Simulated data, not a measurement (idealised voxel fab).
Herein follows the process module entitled voxel double patterning.
In the cross-section labelled cut, the width is 250 nm and each square cell is 5 nm.
A cross-section is written here as square cells arranged in a grid, and it is given in bands from the top down, each band taking up one or more rows of cells. Basically the band line says how high the top is and how high the bottom is, in nm, and then what's in it from left to right, every material with its width in nm. Empty space shows up as "air", and if a single material carries "all across" it runs the full band edge to edge. The level at which height equals 0 is the one under which the wafer, as it arrives, is entirely one material. No lower edge exists for the bottom band, which continues downward and is notated as in "0..down". So if you see something like "30..40" for the width, read it as the top row of the band sitting at the first number and the bottom row at the second, with every row in between moving by the same amount as the last. "no change occurred" -> step changed no cross-section cell. Empty spaces counting at least 8 cells and having no open way to the top are listed in "Closed void catalog". The notation width x height at distance is used for each, the distance being from the left edge and all three values in nm. Past the settings on a step's line: simulator remark, on that step. The "overlay nm" setting may appear on a step's line; for a step that uses a mask, it gives how far to the right of its planned position the mask lay, and a negative value indicates the left.

[plan]
1) RECEIVE, material Si
2) CONFORMAL_DEP, material SiN, thk nm 5
3) DIRECTIONAL_DEP, material SiO2, thk nm 20
4) DIRECTIONAL_DEP, material SiCN, thk nm 10
5) DIRECTIONAL_DEP, material aC, thk nm 15
6) PATTERN, tone open, mask id FIRST, material resist, width nm 15, pitch nm 50, thk nm 35, overlay nm 0
7) DIRECTIONAL_ETCH, etch materials aC, depth nm 15
8) STRIP, etch materials resist
9) DIRECTIONAL_ETCH, etch materials SiCN, depth nm 10
10) STRIP, etch materials aC
11) MASKED_ETCH, tone open, mask id SECOND, width nm 15, etch materials SiCN, depth nm 10, overlay nm 0
12) DIRECTIONAL_ETCH, etch materials SiO2, depth nm 20
13) STRIP, etch materials SiCN

[Cross-section of the wafer at receipt, which is the condition after step 1]
> 0..down = Si all across
> Closed void catalog: none

[Result of the module, cross-sectioned: start per above, plan per above, one error in how it was run]
> 25..5 = SiO2: 90 | air: 15 | SiO2: 5 | air: 25 | SiO2: 5 | air: 15 | SiO2: 95
> 5..0 = SiN all across
> 0..down = Si all across
> Closed void catalog: none
what went wrong: step 11 off recipe, ran as MASKED_ETCH, tone open, mask id SECOND, width nm 25, etch materials SiCN, depth nm 10, overlay nm 0
